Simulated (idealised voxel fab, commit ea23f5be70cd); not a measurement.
Proc. module: voxel tone inversion
Each square cell in cross-section cut measures 5 nm, and the section as a whole is 200 nm wide.
Cross-section, as written here: a square-cell grid given band by band from the top down, where a band holds one or more rows of cells.
Heights first: top, then bottom, in nm. Then materials, left to right, each with a width in nm. "full width" on a single material: fills the band edge to edge. "blank": empty space.
A quick word on heights: they are counted from 0, and under that level the wafer as it came to us is one material throughout. The lowest band is different from the rest in having no bottom; it simply continues downward, written as in "z 0 and below".
The expression "30 to 40" gives the width at the extremes of the band, the first number at its top row of cells and the second at its bottom row, with the width changing by equal amounts from each row to the next in between.
The cross-section has no changed cell in any step marked "identical to before".
"Sealed voids" enumerates empty spaces isolated from the top, with no open way to it, that contain at least 8 cells, giving each as width x height at distance from the left edge, all three in nm.
What comes after the settings on a step's line is commentary from the simulator itself on that step.
The setting "overlay nm" may be written on the line of a step. When the step uses a mask, the value reports how far to the right of the planned place the mask lay, and a negative value reports that it lay to the left.
So here's the lineup of process steps we planned:
| 1 | op RECEIVE | material Si |
| 2 | op CONFORMAL_DEP | material SiCN | thk nm 5 |
| 3 | op DIRECTIONAL_DEP | material aC | thk nm 25 |
| 4 | op PATTERN | tone cover | mask id POSTS | material resist | width nm 20 | pitch nm 35 | thk nm 35 | overlay nm 0 |
| 5 | op DIRECTIONAL_ETCH | etch materials aC | depth nm 25 |
| 6 | op STRIP | etch materials resist |
| 7 | op FILL_DEP | material SiO2 | thk nm 10 |
| 8 | op CMP | height nm 30 |
| 9 | op STRIP | etch materials aC |
| 10 | op CONFORMAL_DEP | material TiN | thk nm 5 |
| 11 | op FILL_DEP | material Cu | thk nm 10 |
| 12 | op CMP | height nm 30 |
| 13 | op CONFORMAL_DEP | material SiCN | thk nm 5 |
First of the two wafers, run per plan:
Wafer cross-section on receipt, i.e. after step 1:
    z 0 and below | Si full width
    Sealed voids: none
Once step 2 is through, the wafer looks like this in cross-section:
    z 5 to 0 | SiCN full width
    Heights below 0 show no change.
Once step 3 is through, the wafer looks like this in cross-section:
    z 30 to 5 | aC full width
    Heights below 5 show no change.
Once step 4 is through, the wafer looks like this in cross-section:
    z 65 to 30 | 70 blank, then 20 resist, then 15 blank, then 20 resist, then 75 blank
    Heights below 30 show no change.
Once step 5 is through, the wafer looks like this in cross-section:
    z 40 to 30 | 70 blank, then 20 resist, then 15 blank, then 20 resist, then 75 blank
    z 30 to 5 | 70 blank, then 20 aC, then 15 blank, then 20 aC, then 75 blank
    Heights below 5 show no change.
Once step 6 is through, the wafer looks like this in cross-section:
    z 30 to 5 | 70 blank, then 20 aC, then 15 blank, then 20 aC, then 75 blank
    Heights below 5 show no change.
Once step 7 is through, the wafer looks like this in cross-section:
    z 40 to 30 | SiO2 full width
    z 30 to 5 | 70 SiO2, then 20 aC, then 15 SiO2, then 20 aC, then 75 SiO2
    Heights below 5 show no change.
Once step 8 is through, the wafer looks like this in cross-section:
    z 30 to 5 | 70 SiO2, then 20 aC, then 15 SiO2, then 20 aC, then 75 SiO2
    Heights below 5 show no change.
Once step 9 is through, the wafer looks like this in cross-section:
    z 30 to 5 | 70 SiO2, then 20 blank, then 15 SiO2, then 20 blank, then 75 SiO2
    Heights below 5 show no change.
Once step 10 is through, the wafer looks like this in cross-section:
    z 35 to 30 | 75 TiN, then 10 blank, then 25 TiN, then 10 blank, then 80 TiN
    z 30 to 10 | 70 SiO2, then 5 TiN, then 10 blank, then 5 TiN, then 15 SiO2, then 5 TiN, then 10 blank, then 5 TiN, then 75 SiO2
    z 10 to 5 | 70 SiO2, then 20 TiN, then 15 SiO2, then 20 TiN, then 75 SiO2
    Heights below 5 show no change.
Once step 11 is through, the wafer looks like this in cross-section:
    z 45 to 35 | Cu full width
    z 35 to 30 | 75 TiN, then 10 Cu, then 25 TiN, then 10 Cu, then 80 TiN
    z 30 to 10 | 70 SiO2, then 5 TiN, then 10 Cu, then 5 TiN, then 15 SiO2, then 5 TiN, then 10 Cu, then 5 TiN, then 75 SiO2
    Heights below 10 show no change.
Once step 12 is through, the wafer looks like this in cross-section:
    z 30 to 10 | 70 SiO2, then 5 TiN, then 10 Cu, then 5 TiN, then 15 SiO2, then 5 TiN, then 10 Cu, then 5 TiN, then 75 SiO2
    Heights below 10 show no change.
Once step 13 is through, the wafer looks like this in cross-section:
    z 35 to 30 | SiCN full width
    Heights below 30 show no change.
Okay, second wafer. Nothing different at the start, nothing different in the plan, just one mistake somewhere in the running. As far as step 3, counting that step, it's the first wafer all over again:
Cross-section, second wafer, at the end time the plan gives for step 4:
    z 65 to 30 | 70 resist, then 20 blank, then 15 resist, then 20 blank, then 75 resist
    Heights below 30 show no change.
Cross-section, second wafer, at the end time the plan gives for step 5:
    z 40 to 30 | 70 resist, then 20 blank, then 15 resist, then 20 blank, then 75 resist
    z 30 to 5 | 70 aC, then 20 blank, then 15 aC, then 20 blank, then 75 aC
    Heights below 5 show no change.
Cross-section, second wafer, at the end time the plan gives for step 6:
    z 30 to 5 | 70 aC, then 20 blank, then 15 aC, then 20 blank, then 75 aC
    Heights below 5 show no change.
Cross-section, second wafer, at the end time the plan gives for step 7:
    z 40 to 30 | SiO2 full width
    z 30 to 5 | 70 aC, then 20 SiO2, then 15 aC, then 20 SiO2, then 75 aC
    Heights below 5 show no change.
Cross-section, second wafer, at the end time the plan gives for step 8:
    z 30 to 5 | 70 aC, then 20 SiO2, then 15 aC, then 20 SiO2, then 75 aC
    Heights below 5 show no change.
Cross-section, second wafer, at the end time the plan gives for step 9:
    z 30 to 5 | 70 blank, then 20 SiO2, then 15 blank, then 20 SiO2, then 75 blank
    Heights below 5 show no change.
Cross-section, second wafer, at the end time the plan gives for step 10:
    z 35 to 30 | 65 blank, then 30 TiN, then 5 blank, then 30 TiN, then 70 blank
    z 30 to 10 | 65 blank, then 5 TiN, then 20 SiO2, then 5 TiN, then 5 blank, then 5 TiN, then 20 SiO2, then 5 TiN, then 70 blank
    z 10 to 5 | 70 TiN, then 20 SiO2, then 15 TiN, then 20 SiO2, then 75 TiN
    Heights below 5 show no change.
Cross-section, second wafer, at the end time the plan gives for step 11:
    z 45 to 35 | Cu full width
    z 35 to 30 | 65 Cu, then 30 TiN, then 5 Cu, then 30 TiN, then 70 Cu
    z 30 to 10 | 65 Cu, then 5 TiN, then 20 SiO2, then 5 TiN, then 5 Cu, then 5 TiN, then 20 SiO2, then 5 TiN, then 70 Cu
    Heights below 10 show no change.
Cross-section, second wafer, at the end time the plan gives for step 12:
    z 30 to 10 | 65 Cu, then 5 TiN, then 20 SiO2, then 5 TiN, then 5 Cu, then 5 TiN, then 20 SiO2, then 5 TiN, then 70 Cu
    Heights below 10 show no change.
Cross-section, second wafer, at the end time the plan gives for step 13:
    z 35 to 30 | SiCN full width
    Heights below 30 show no change.
Deviation from plan: heads up, step 4 didn't go per plan, it actually ran as op PATTERN | tone open | mask id POSTS | material resist | width nm 20 | pitch nm 35 | thk nm 35 | overlay nm 0
End of process, cell counts, second wafer against first, materials with more or fewer: 96 more of Cu | 120 fewer of SiO2 | 24 more of TiN
